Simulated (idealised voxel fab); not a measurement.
This section sets out a process module, namely voxel released beams.
We display cut, a cross-section 150 nm in width whose square cells are each 5 nm.
Cross-sections here: square-cell grids, written as top-down lists of bands, a band being one or more rows of cells. Each band's line starts with the height of the band's top and of its bottom, in nm. Then come its materials from left to right, each with its width in nm. One material with "full width" fills the band from edge to edge. "blank" is empty space. Heights are reckoned from 0. Under this level, the received wafer is all of one material. The bottommost band is open-ended downward, for example "from 0 down". When a width is written as two numbers, as in "30..40", the first number is the width in the top row of cells of the band and the second is the width in its bottom row, and the width changes by the same amount from each row to the next. What does "left unchanged" mean for a step? It means no cell of the cross-section changed in that step. Listed in "Closed void inventory": every empty space of 8 or more cells without an open way to the top. Form: width x height at distance, the distance being from the left edge, all in nm. If you see something after the settings on a step's line, that's the simulator's own remark about that step. overlay nm: mask right of planned place by this much (step with mask). Neg. = left.

STEPS IN THE PROCESS PLAN
| 1 | RECEIVE (material Si) |
| 2 | CONFORMAL_DEP (material Al2O3; thk nm 5) |
| 3 | DIRECTIONAL_DEP (material SiO2; thk nm 20) |
| 4 | DIRECTIONAL_DEP (material aC; thk nm 10) |
| 5 | PATTERN (tone open; mask id ANCHOR; material resist; width nm 40; thk nm 30; overlay nm 0) |
| 6 | DIRECTIONAL_ETCH (etch materials aC; depth nm 10) |
| 7 | STRIP (etch materials resist) |
| 8 | DIRECTIONAL_ETCH (etch materials SiO2; depth nm 20) |
| 9 | STRIP (etch materials aC) |
| 10 | CONFORMAL_DEP (material polySi; thk nm 15) |
| 11 | PATTERN (tone cover; mask id BEAM; material resist; width nm 115; thk nm 15; overlay nm 0) |
| 12 | DIRECTIONAL_ETCH (etch materials polySi; depth nm 15) |
| 13 | STRIP (etch materials resist) |
| 14 | STRIP (etch materials SiO2) |

FIRST WAFER, AS PLANNED

SHOWN IN CROSS-SECTION IS THE WAFER AS RECEIVED, THAT IS, AS IT STANDS AFTER STEP 1
    from 0 down  Si full width
    Closed void inventory: none

THE FOLLOWING CROSS-SECTION DEPICTS THE WAFER UPON COMPLETION OF STEP 2
    from 5 to 0  Al2O3 full width
    Beneath the level 0, the cross-section is identical to its previous state.

THE FOLLOWING CROSS-SECTION DEPICTS THE WAFER UPON COMPLETION OF STEP 3
    from 25 to 5  SiO2 full width
    Beneath the level 5, the cross-section is identical to its previous state.

THE FOLLOWING CROSS-SECTION DEPICTS THE WAFER UPON COMPLETION OF STEP 4
    from 35 to 25  aC full width
    Beneath the level 25, the cross-section is identical to its previous state.

THE FOLLOWING CROSS-SECTION DEPICTS THE WAFER UPON COMPLETION OF STEP 5
    from 65 to 35  resist: 20  blank: 40  resist: 90
    Beneath the level 35, the cross-section is identical to its previous state.

THE FOLLOWING CROSS-SECTION DEPICTS THE WAFER UPON COMPLETION OF STEP 6
    from 55 to 35  resist: 20  blank: 40  resist: 90
    from 35 to 25  aC: 20  blank: 40  aC: 90
    Beneath the level 25, the cross-section is identical to its previous state.

THE FOLLOWING CROSS-SECTION DEPICTS THE WAFER UPON COMPLETION OF STEP 7
    from 35 to 25  aC: 20  blank: 40  aC: 90
    Beneath the level 25, the cross-section is identical to its previous state.

THE FOLLOWING CROSS-SECTION DEPICTS THE WAFER UPON COMPLETION OF STEP 8
    from 35 to 25  aC: 20  blank: 40  aC: 90
    from 25 to 5  SiO2: 20  blank: 40  SiO2: 90
    Beneath the level 5, the cross-section is identical to its previous state.

THE FOLLOWING CROSS-SECTION DEPICTS THE WAFER UPON COMPLETION OF STEP 9
    from 25 to 5  SiO2: 20  blank: 40  SiO2: 90
    Beneath the level 5, the cross-section is identical to its previous state.

THE FOLLOWING CROSS-SECTION DEPICTS THE WAFER UPON COMPLETION OF STEP 10
    from 40 to 25  polySi: 35  blank: 10  polySi: 105
    from 25 to 20  SiO2: 20  polySi: 15  blank: 10  polySi: 15  SiO2: 90
    from 20 to 5  SiO2: 20  polySi: 40  SiO2: 90
    Beneath the level 5, the cross-section is identical to its previous state.

THE FOLLOWING CROSS-SECTION DEPICTS THE WAFER UPON COMPLETION OF STEP 11
    from 55 to 40  blank: 15  resist: 115  blank: 20
    from 40 to 25  polySi: 35  resist: 10  polySi: 105
    from 25 to 20  SiO2: 20  polySi: 15  resist: 10  polySi: 15  SiO2: 90
    Beneath the level 20, the cross-section is identical to its previous state.

THE FOLLOWING CROSS-SECTION DEPICTS THE WAFER UPON COMPLETION OF STEP 12
    from 55 to 40  blank: 15  resist: 115  blank: 20
    from 40 to 25  blank: 15  polySi: 20  resist: 10  polySi: 85  blank: 20
    Beneath the level 25, the cross-section is identical to its previous state.

THE FOLLOWING CROSS-SECTION DEPICTS THE WAFER UPON COMPLETION OF STEP 13
    from 40 to 25  blank: 15  polySi: 20  blank: 10  polySi: 85  blank: 20
    from 25 to 20  SiO2: 20  polySi: 15  blank: 10  polySi: 15  SiO2: 90
    Beneath the level 20, the cross-section is identical to its previous state.

THE FOLLOWING CROSS-SECTION DEPICTS THE WAFER UPON COMPLETION OF STEP 14
    from 40 to 25  blank: 15  polySi: 20  blank: 10  polySi: 85  blank: 20
    from 25 to 20  blank: 20  polySi: 15  blank: 10  polySi: 15  blank: 90
    from 20 to 5  blank: 20  polySi: 40  blank: 90
    Beneath the level 5, the cross-section is identical to its previous state.

HERE THE SECOND WAFER IS DESCRIBED. ITS START AND ITS PLAN WERE THOSE OF THE FIRST WAFER. ITS RUN CONTAINED ONE MISTAKE. UP TO AND INCLUDING STEP 2, IT DID EXACTLY WHAT THE FIRST WAFER DID

CROSS-SECTION OF THE SECOND WAFER WHEN, ACCORDING TO PLAN, STEP 3 SHOULD HAVE FINISHED
    from 20 to 5  SiO2 full width
    Beneath the level 5, the cross-section is identical to its previous state.

CROSS-SECTION OF THE SECOND WAFER WHEN, ACCORDING TO PLAN, STEP 4 SHOULD HAVE FINISHED
    from 30 to 20  aC full width
    Beneath the level 20, the cross-section is identical to its previous state.

CROSS-SECTION OF THE SECOND WAFER WHEN, ACCORDING TO PLAN, STEP 5 SHOULD HAVE FINISHED
    from 60 to 30  resist: 20  blank: 40  resist: 90
    Beneath the level 30, the cross-section is identical to its previous state.

CROSS-SECTION OF THE SECOND WAFER WHEN, ACCORDING TO PLAN, STEP 6 SHOULD HAVE FINISHED
    from 50 to 30  resist: 20  blank: 40  resist: 90
    from 30 to 20  aC: 20  blank: 40  aC: 90
    Beneath the level 20, the cross-section is identical to its previous state.

CROSS-SECTION OF THE SECOND WAFER WHEN, ACCORDING TO PLAN, STEP 7 SHOULD HAVE FINISHED
    from 30 to 20  aC: 20  blank: 40  aC: 90
    Beneath the level 20, the cross-section is identical to its previous state.

CROSS-SECTION OF THE SECOND WAFER WHEN, ACCORDING TO PLAN, STEP 8 SHOULD HAVE FINISHED
    from 30 to 20  aC: 20  blank: 40  aC: 90
    from 20 to 5  SiO2: 20  blank: 40  SiO2: 90
    Beneath the level 5, the cross-section is identical to its previous state.

CROSS-SECTION OF THE SECOND WAFER WHEN, ACCORDING TO PLAN, STEP 9 SHOULD HAVE FINISHED
    from 20 to 5  SiO2: 20  blank: 40  SiO2: 90
    Beneath the level 5, the cross-section is identical to its previous state.

CROSS-SECTION OF THE SECOND WAFER WHEN, ACCORDING TO PLAN, STEP 10 SHOULD HAVE FINISHED
    from 35 to 20  polySi: 35  blank: 10  polySi: 105
    from 20 to 5  SiO2: 20  polySi: 40  SiO2: 90
    Beneath the level 5, the cross-section is identical to its previous state.

CROSS-SECTION OF THE SECOND WAFER WHEN, ACCORDING TO PLAN, STEP 11 SHOULD HAVE FINISHED
    from 50 to 35  blank: 15  resist: 115  blank: 20
    from 35 to 20  polySi: 35  resist: 10  polySi: 105
    Beneath the level 20, the cross-section is identical to its previous state.

CROSS-SECTION OF THE SECOND WAFER WHEN, ACCORDING TO PLAN, STEP 12 SHOULD HAVE FINISHED
    from 50 to 35  blank: 15  resist: 115  blank: 20
    from 35 to 20  blank: 15  polySi: 20  resist: 10  polySi: 85  blank: 20
    Beneath the level 20, the cross-section is identical to its previous state.

CROSS-SECTION OF THE SECOND WAFER WHEN, ACCORDING TO PLAN, STEP 13 SHOULD HAVE FINISHED
    from 35 to 20  blank: 15  polySi: 20  blank: 10  polySi: 85  blank: 20
    Beneath the level 20, the cross-section is identical to its previous state.

CROSS-SECTION OF THE SECOND WAFER WHEN, ACCORDING TO PLAN, STEP 14 SHOULD HAVE FINISHED
    from 35 to 20  blank: 15  polySi: 20  blank: 10  polySi: 85  blank: 20
    from 20 to 5  blank: 20  polySi: 40  blank: 90
    Beneath the level 5, the cross-section is identical to its previous state.
Finding, execution versus plan: in deviation from the planned setting, step 3 was conducted as DIRECTIONAL_DEP (material SiO2; thk nm 15)
End of process, cell counts, second wafer against first, materials with more or fewer: -6 polySi
